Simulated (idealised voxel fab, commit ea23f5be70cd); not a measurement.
process module | voxel self aligned contacts
cross-section cut | 270 nm wide | cells 5 nm
A cross-section is a grid of square cells, given in bands from the top down. A band is one or more rows of cells.
Each band's line starts with the height of the band's top and of its bottom, in nm. Then come its materials from left to right, each with its width in nm. One material with "throughout" fills the band from edge to edge. "air" is empty space.
Height 0 is the level under which the wafer as received is all one material. The lowest band goes on downwards, as in "0 down".
A width such as "30 to 40" changes by the same amount from each row of cells to the next, from the band's top row to its bottom row.
"no change" after a step means that no cell of the cross-section changed.
closed voids: empty space of 8 cells or more with no open way to the top, each as width x height at its distance from the left edge, in nm
after a step's settings: what the simulator itself notes on the step
overlay nm, on a step with a mask: how far to the right of its planned place the mask lay; to the left if negative
plan
1 op RECEIVE | material Si
2 op OXIDIZE | depth nm 5
3 op DIRECTIONAL_DEP | material polySi | thk nm 20
4 op DIRECTIONAL_DEP | material SiN | thk nm 20
5 op MASKED_ETCH | tone cover | mask id GATE | width nm 25 | pitch nm 60 | etch materials SiN | depth nm 20 | overlay nm 0
6 op MASKED_ETCH | tone cover | mask id GATE | width nm 25 | pitch nm 60 | etch materials polySi | depth nm 20 | overlay nm 0
7 op CONFORMAL_DEP | material SiN | thk nm 5
8 op DIRECTIONAL_ETCH | etch materials SiN | depth nm 5
9 op FILL_DEP | material SiO2 | thk nm 10
10 op CMP | height nm 45
11 op PATTERN | tone open | mask id CONTACT | material resist | width nm 45 | thk nm 15 | overlay nm 0
12 op DIRECTIONAL_ETCH | etch materials SiO2 | depth nm 50
13 op STRIP | etch materials resist
14 op CONFORMAL_DEP | material TiN | thk nm 5
15 op FILL_DEP | material W | thk nm 5
16 op CMP | height nm 45
17 op CONFORMAL_DEP | material SiCN | thk nm 5
as received, after step 1
  0 down: Si throughout
  closed voids: none
a wafer at the end: this start, this plan, one mistake
  50 to 45: SiCN throughout
  45 to 40: W 80 | TiN 30 | SiO2 45 | TiN 30 | W 85
  40 to 20: W 80 | TiN 5 | SiN 35 | SiO2 25 | SiN 35 | TiN 5 | W 85
  20 to 0: W 80 | TiN 5 | SiN 5 | polySi 25 | SiN 5 | SiO2 25 | SiN 5 | polySi 25 | SiN 5 | TiN 5 | W 85
  0 to -5: TiN 85 | SiO2 95 | TiN 90
  -5 down: Si throughout
  closed voids: none
what went wrong: step 11 ran as: op PATTERN | tone cover | mask id CONTACT | material resist | width nm 45 | thk nm 15 | overlay nm 0
